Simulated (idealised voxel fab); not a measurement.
You're looking at the process module voxel air gaps.
Pictured: cross-section cut, 240 nm wide, on a grid of 5 nm square cells.
Notation: cross-section as square-cell grid; stated in bands, top first, going down; one or more cell rows per band. For a band, the entry starts with two heights in nm, that of the top and then that of the bottom, and carries on with the band's materials in order from left to right, each alongside its width in nm; the word "everywhere" beside a single material means it fills the band edge to edge, and "blank" means empty space. We count height from 0. Below that, the starting wafer is all one material. The lowest band never ends at the bottom but goes on down; see "0 -> down" for how that is written. Width "30->40": first value at the band's top row of cells, second value at its bottom row, equal change from row to row. Where the words "identical to before" appear for a step, the cross-section shows no cell changed by that step; every cell remained as before. This entry, "Closed internal cavities", enumerates those empty regions of no fewer than 8 cells that possess no open connection to the top. Each region is reported in the form width x height at distance, the distance being taken from the left edge, with all three quantities expressed in nm. Past the settings on a step's line: simulator remark, on that step. overlay nm: how far to the right of its planned place the mask lay on this masked step (negative: to the left).

-- List of planned process steps
1. RECEIVE | material Si
2. CONFORMAL_DEP | material SiO2 | thk nm 15
3. CONFORMAL_DEP | material SiCN | thk nm 5
4. DIRECTIONAL_DEP | material SiO2 | thk nm 40
5. PATTERN | tone open | mask id LINES | material resist | width nm 15 | pitch nm 40 | thk nm 20 | overlay nm 0
6. DIRECTIONAL_ETCH | etch materials SiO2 | depth nm 40
7. STRIP | etch materials resist
8. CONFORMAL_DEP | material TiN | thk nm 5
9. FILL_DEP | material Cu | thk nm 5
10. CMP | height nm 60
11. EPI | material Ru | thk nm 10
12. SELECTIVE_ETCH | etch materials SiO2 | depth nm 50
13. CONFORMAL_DEP | material SiCN | thk nm 5

-- As-received wafer cross-section (after step 1)
	0 -> down  Si everywhere
	Closed internal cavities: none

-- End-of-module XS, first of two wafers, run as planned
	75 -> 70  35 blank; 165 SiCN; 40 blank
	70 -> 60  35 blank; 5 SiCN; 35 Ru; 5 SiCN; 35 Ru; 5 SiCN; 35 Ru; 5 SiCN; 35 Ru; 5 SiCN; 40 blank
	60 -> 55  35 blank; 15 SiCN; 5 TiN; 5 Cu; 5 TiN; 25 SiCN; 5 TiN; 5 Cu; 5 TiN; 25 SiCN; 5 TiN; 5 Cu; 5 TiN; 25 SiCN; 5 TiN; 5 Cu; 5 TiN; 15 SiCN; 40 blank
	55 -> 25  45 blank; 5 SiCN; 5 TiN; 5 Cu; 5 TiN; 5 SiCN; 15 blank; 5 SiCN; 5 TiN; 5 Cu; 5 TiN; 5 SiCN; 15 blank; 5 SiCN; 5 TiN; 5 Cu; 5 TiN; 5 SiCN; 15 blank; 5 SiCN; 5 TiN; 5 Cu; 5 TiN; 5 SiCN; 50 blank
	25 -> 20  50 SiCN; 15 TiN; 25 SiCN; 15 TiN; 25 SiCN; 15 TiN; 25 SiCN; 15 TiN; 55 SiCN
	20 -> 15  SiCN everywhere
	15 -> 0  SiO2 everywhere
	0 -> down  Si everywhere
	Closed internal cavities: 15 x 30 at 70; 15 x 30 at 110; 15 x 30 at 150

-- Second wafer through the module, sectioned at the end: same beginning and same plan as the first wafer, with one mistake in carrying it out
	75 -> 70  25 blank; 165 SiCN; 50 blank
	70 -> 60  25 blank; 5 SiCN; 35 Ru; 5 SiCN; 35 Ru; 5 SiCN; 35 Ru; 5 SiCN; 35 Ru; 5 SiCN; 50 blank
	60 -> 55  25 blank; 15 SiCN; 5 TiN; 5 Cu; 5 TiN; 25 SiCN; 5 TiN; 5 Cu; 5 TiN; 25 SiCN; 5 TiN; 5 Cu; 5 TiN; 25 SiCN; 5 TiN; 5 Cu; 5 TiN; 15 SiCN; 50 blank
	55 -> 25  35 blank; 5 SiCN; 5 TiN; 5 Cu; 5 TiN; 5 SiCN; 15 blank; 5 SiCN; 5 TiN; 5 Cu; 5 TiN; 5 SiCN; 15 blank; 5 SiCN; 5 TiN; 5 Cu; 5 TiN; 5 SiCN; 15 blank; 5 SiCN; 5 TiN; 5 Cu; 5 TiN; 5 SiCN; 60 blank
	25 -> 20  40 SiCN; 15 TiN; 25 SiCN; 15 TiN; 25 SiCN; 15 TiN; 25 SiCN; 15 TiN; 65 SiCN
	20 -> 15  SiCN everywhere
	15 -> 0  SiO2 everywhere
	0 -> down  Si everywhere
	Closed internal cavities: 15 x 30 at 60; 15 x 30 at 100; 15 x 30 at 140
It is concluded that the wafer was processed incorrectly with respect to the plan, in that contrary to plan, step 5 was performed as PATTERN | tone open | mask id LINES | material resist | width nm 15 | pitch nm 40 | thk nm 20 | overlay nm -10
Same inventory, different map: at the end, the second wafer holds as many cells of each material as the first, placed elsewhere.
